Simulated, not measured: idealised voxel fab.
The document below concerns the process module designated voxel ribs on slabs.
FYI the section here is cut, 270 nm wide, cells are 5 nm squares.
Each cross-section below is a grid of square cells, stated as bands in top-down order, with one or more rows of cells making up each band.
Each band's line starts with the height of the band's top and of its bottom, in nm. Then come its materials from left to right, each with its width in nm. One material with "throughout" fills the band from edge to edge. "empty" is empty space.
The level at which height equals 0 is the one under which the wafer, as it arrives, is entirely one material. No lower edge exists for the bottom band, which continues downward and is notated as in "0 nm and below".
Graded width ("30..40"): value in top row of band = first number; value in bottom row = second number; row-to-row change constant.
No cell of the cross-section changed in a step that is given as "no modification".
In "Voids, fully enclosed" the enclosed voids are listed, meaning empty spaces of 8 cells or larger without any opening to the top. The form is width x height at distance, distance from the left edge, units nm.
Whatever follows a step's settings on its line is a remark the simulator itself makes about that step.
The setting "overlay nm" may be written on the line of a step. When the step uses a mask, the value reports how far to the right of the planned place the mask lay, and a negative value reports that it lay to the left.

## Below is the list of planned process steps
1,RECEIVE with material Si
2,DIRECTIONAL_DEP with material SiO2, thk nm 25
3,DIRECTIONAL_DEP with material polySi, thk nm 15
4,DIRECTIONAL_DEP with material aC, thk nm 15
5,PATTERN with tone cover, mask id RIB, material resist, width nm 20, thk nm 30, overlay nm 0
6,DIRECTIONAL_ETCH with etch materials aC, depth nm 15
7,STRIP with etch materials resist
8,DIRECTIONAL_ETCH with etch materials polySi, depth nm 10
9,STRIP with etch materials aC
10,MASKED_ETCH with tone cover, mask id SLAB, width nm 50, etch materials polySi, depth nm 5, overlay nm 0
11,FILL_DEP with material SiO2, thk nm 25
12,CMP with height nm 55
13,DIRECTIONAL_DEP with material W, thk nm 5
14,DIRECTIONAL_DEP with material aC, thk nm 10
15,PATTERN with tone cover, mask id HEATER, material resist, width nm 30, thk nm 25, overlay nm 0
16,DIRECTIONAL_ETCH with etch materials aC, depth nm 10
17,STRIP with etch materials resist
18,DIRECTIONAL_ETCH with etch materials W, depth nm 5
19,STRIP with etch materials aC
20,CONFORMAL_DEP with material SiN, thk nm 10

## Account of the first of two wafers, which was processed as intended

## This is the cross-section of the wafer as we received it, i.e. after step 1
> 0 nm and below | Si throughout
> Voids, fully enclosed: none

## Cross-section of the wafer subsequent to step 2
> 25 nm to 0 nm | SiO2 throughout
> All layers under 0 are left as they were.

## Cross-section of the wafer subsequent to step 3
> 40 nm to 25 nm | polySi throughout
> All layers under 25 are left as they were.

## Cross-section of the wafer subsequent to step 4
> 55 nm to 40 nm | aC throughout
> All layers under 40 are left as they were.

## Cross-section of the wafer subsequent to step 5
> 85 nm to 55 nm | empty 125 nm  resist 20 nm  empty 125 nm
> All layers under 55 are left as they were.

## Cross-section of the wafer subsequent to step 6
> 70 nm to 55 nm | empty 125 nm  resist 20 nm  empty 125 nm
> 55 nm to 40 nm | empty 125 nm  aC 20 nm  empty 125 nm
> All layers under 40 are left as they were.

## Cross-section of the wafer subsequent to step 7
> 55 nm to 40 nm | empty 125 nm  aC 20 nm  empty 125 nm
> All layers under 40 are left as they were.

## Cross-section of the wafer subsequent to step 8
> 55 nm to 40 nm | empty 125 nm  aC 20 nm  empty 125 nm
> 40 nm to 30 nm | empty 125 nm  polySi 20 nm  empty 125 nm
> All layers under 30 are left as they were.

## Cross-section of the wafer subsequent to step 9
> 40 nm to 30 nm | empty 125 nm  polySi 20 nm  empty 125 nm
> All layers under 30 are left as they were.

## Cross-section of the wafer subsequent to step 10
> 40 nm to 30 nm | empty 125 nm  polySi 20 nm  empty 125 nm
> 30 nm to 25 nm | empty 110 nm  polySi 50 nm  empty 110 nm
> All layers under 25 are left as they were.

## Cross-section of the wafer subsequent to step 11
> 65 nm to 40 nm | SiO2 throughout
> 40 nm to 30 nm | SiO2 125 nm  polySi 20 nm  SiO2 125 nm
> 30 nm to 25 nm | SiO2 110 nm  polySi 50 nm  SiO2 110 nm
> All layers under 25 are left as they were.

## Cross-section of the wafer subsequent to step 12
> 55 nm to 40 nm | SiO2 throughout
> All layers under 40 are left as they were.

## Cross-section of the wafer subsequent to step 13
> 60 nm to 55 nm | W throughout
> All layers under 55 are left as they were.

## Cross-section of the wafer subsequent to step 14
> 70 nm to 60 nm | aC throughout
> All layers under 60 are left as they were.

## Cross-section of the wafer subsequent to step 15
> 95 nm to 70 nm | empty 120 nm  resist 30 nm  empty 120 nm
> All layers under 70 are left as they were.

## Cross-section of the wafer subsequent to step 16
> 85 nm to 70 nm | empty 120 nm  resist 30 nm  empty 120 nm
> 70 nm to 60 nm | empty 120 nm  aC 30 nm  empty 120 nm
> All layers under 60 are left as they were.

## Cross-section of the wafer subsequent to step 17
> 70 nm to 60 nm | empty 120 nm  aC 30 nm  empty 120 nm
> All layers under 60 are left as they were.

## Cross-section of the wafer subsequent to step 18
> 70 nm to 60 nm | empty 120 nm  aC 30 nm  empty 120 nm
> 60 nm to 55 nm | empty 120 nm  W 30 nm  empty 120 nm
> All layers under 55 are left as they were.

## Cross-section of the wafer subsequent to step 19
> 60 nm to 55 nm | empty 120 nm  W 30 nm  empty 120 nm
> All layers under 55 are left as they were.

## Cross-section of the wafer subsequent to step 20
> 70 nm to 65 nm | empty 110 nm  SiN 50 nm  empty 110 nm
> 65 nm to 60 nm | SiN throughout
> 60 nm to 55 nm | SiN 120 nm  W 30 nm  SiN 120 nm
> All layers under 55 are left as they were.

## Okay, second wafer. Nothing different at the start, nothing different in the plan, just one mistake somewhere in the running. As far as step 18, counting that step, it's the first wafer all over again

## Cross-section of the second wafer at the time step 19 of the plan should have ended
> 0 nm and below | Si throughout

## Cross-section of the second wafer at the time step 20 of the plan should have ended
> 10 nm to 0 nm | SiN throughout
> All layers under 0 are left as they were.
The plan and the run diverged here: step 19 ran with different settings than intended, the actual operation and settings being STRIP with etch materials SiO2
Final difference in cells, second wafer against first, listed per material as more or fewer: SiN: 4 fewer, SiO2: 576 fewer, W: 6 fewer, polySi: 18 fewer
